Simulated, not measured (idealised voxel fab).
Title: Process Module voxel released beams
The cross-section shown here is cut; it is 300 nm wide and divided into square cells measuring 5 nm on a side.
Throughout this document, each cross-section is represented as a grid of square cells and is presented as a sequence of bands enumerated from the top downward, where a band comprises one or more rows of cells. First you get the band's top height and its bottom height, in nm, and then the materials it's made of, left to right, with each width in nm. If you see a single material with "all across", that one covers the band edge to edge. "air" is empty space. Height is counted from the level 0, under which the received wafer is composed throughout of one material. The lowest of the bands is not closed at the bottom but continues downward, in the notation "0 -> down". Quick explanation for "30 to 40": the width changes in equal steps down the rows of cells, from the first number in the band's top row to the second number in its bottom row. Key: "nothing different" - step with no changed cell in the cross-section. "Sealed void inventory" contains a list of empty spaces, each no smaller than 8 cells and without an open way to the top, written in the form width x height at distance with the distance from the left edge and all three in nm. The remark found on a step's line after its settings is issued by the simulator itself and pertains to that step. On any step carrying a mask, the "overlay nm" setting, if present on the step's line, tells how far right of its planned place the mask lay; negative values point to the left.
The planned process steps are enumerated hereunder:
1. RECEIVE: material Si
2. CONFORMAL_DEP: material SiN, thk nm 5
3. DIRECTIONAL_DEP: material SiO2, thk nm 15
4. DIRECTIONAL_DEP: material aC, thk nm 10
5. PATTERN: tone open, mask id ANCHOR, material resist, width nm 30, thk nm 30, overlay nm 0
6. DIRECTIONAL_ETCH: etch materials aC, depth nm 10
7. STRIP: etch materials resist
8. DIRECTIONAL_ETCH: etch materials SiO2, depth nm 15
9. STRIP: etch materials aC
10. CONFORMAL_DEP: material polySi, thk nm 10
11. PATTERN: tone cover, mask id BEAM, material resist, width nm 105, thk nm 15, overlay nm 0
12. DIRECTIONAL_ETCH: etch materials polySi, depth nm 10
13. STRIP: etch materials resist
14. STRIP: etch materials SiO2
As received (post step 1): cross-section:
0 -> down: Si all across
Sealed void inventory: none
This is how the wafer looks in cross-section once the module is done, given the starting state and plan above and one mistake in carrying the plan out:
25 -> 15: air 95 nm; polySi 15 nm; air 10 nm; polySi 80 nm; air 100 nm
15 -> 10: air 100 nm; polySi 10 nm; air 10 nm; polySi 10 nm; air 170 nm
10 -> 0: air 100 nm; polySi 30 nm; air 170 nm
0 -> down: Si all across
Sealed void inventory: none
What was done differently from what was planned? execution of step 2 of the plan did not take place, the step having been omitted
